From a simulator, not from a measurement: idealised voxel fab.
Documented hereafter: the process module known as voxel tone inversion.
The cross-section shown here is cut; it is 165 nm wide and divided into square cells measuring 5 nm on a side.
Cross-section format: a grid of square cells, given as bands from top to bottom; each band is one or more rows of cells. It is stipulated that each band's entry specify, in nanometres, the height of the top of the band and then that of its bottom, followed by the materials of the band in left-to-right sequence, each together with its width in nanometres. A single material marked by the word "everywhere" is understood to fill the band from edge to edge; the word "empty" is understood to denote empty space. A quick word on heights: they are counted from 0, and under that level the wafer as it came to us is one material throughout. The lowest band is different from the rest in having no bottom; it simply continues downward, written as in "0 and below". Graded width ("30..40"): value in top row of band = first number; value in bottom row = second number; row-to-row change constant. Key: "nothing got changed" - step with no changed cell in the cross-section. Closed empty spaces (no open way to the top) of 8 cells or more are what "Enclosed cavities" lists, each as width x height at distance from the left edge, nm for all three. Post-settings text on a step line: simulator's own remark regarding the step. overlay nm: where the mask lay relative to plan, measured to the right, on steps with a mask; negatives go left.

PLANNED STEP LIST FOR THE PROCESS
1) RECEIVE,material Si
2) CONFORMAL_DEP,material SiCN,thk nm 10
3) DIRECTIONAL_DEP,material polySi,thk nm 15
4) PATTERN,tone cover,mask id POSTS,material resist,width nm 15,pitch nm 30,thk nm 20,overlay nm -15
5) DIRECTIONAL_ETCH,etch materials polySi,depth nm 15
6) STRIP,etch materials resist
7) FILL_DEP,material SiO2,thk nm 5
8) CMP,height nm 25
9) STRIP,etch materials polySi
The overlay nm used in step 4 is not the same on every wafer, whereas the starting condition is; the value printed in the plan is the first wafer's.

THE FIRST OF SEVERAL WAFERS, AS RECEIVED AFTER STEP 1, SEEN IN SECTION
0 and below | Si everywhere
Enclosed cavities: none

WAFER ROWS; END OF MODULE; CELLS PER MATERIAL SINCE RECEIPT: (+) GAINED, (-) LOST; THEN CLOSED VOIDS
overlay nm -15, +66 SiCN, +63 SiO2, Enclosed cavities: none
overlay nm -10, +66 SiCN, +63 SiO2, Enclosed cavities: none
overlay nm -5, +66 SiCN, +63 SiO2, Enclosed cavities: none
overlay nm 0, +66 SiCN, +63 SiO2, Enclosed cavities: none
overlay nm 5, +66 SiCN, +63 SiO2, Enclosed cavities: none
overlay nm 10, +66 SiCN, +63 SiO2, Enclosed cavities: none
overlay nm 15, +66 SiCN, +63 SiO2, Enclosed cavities: none
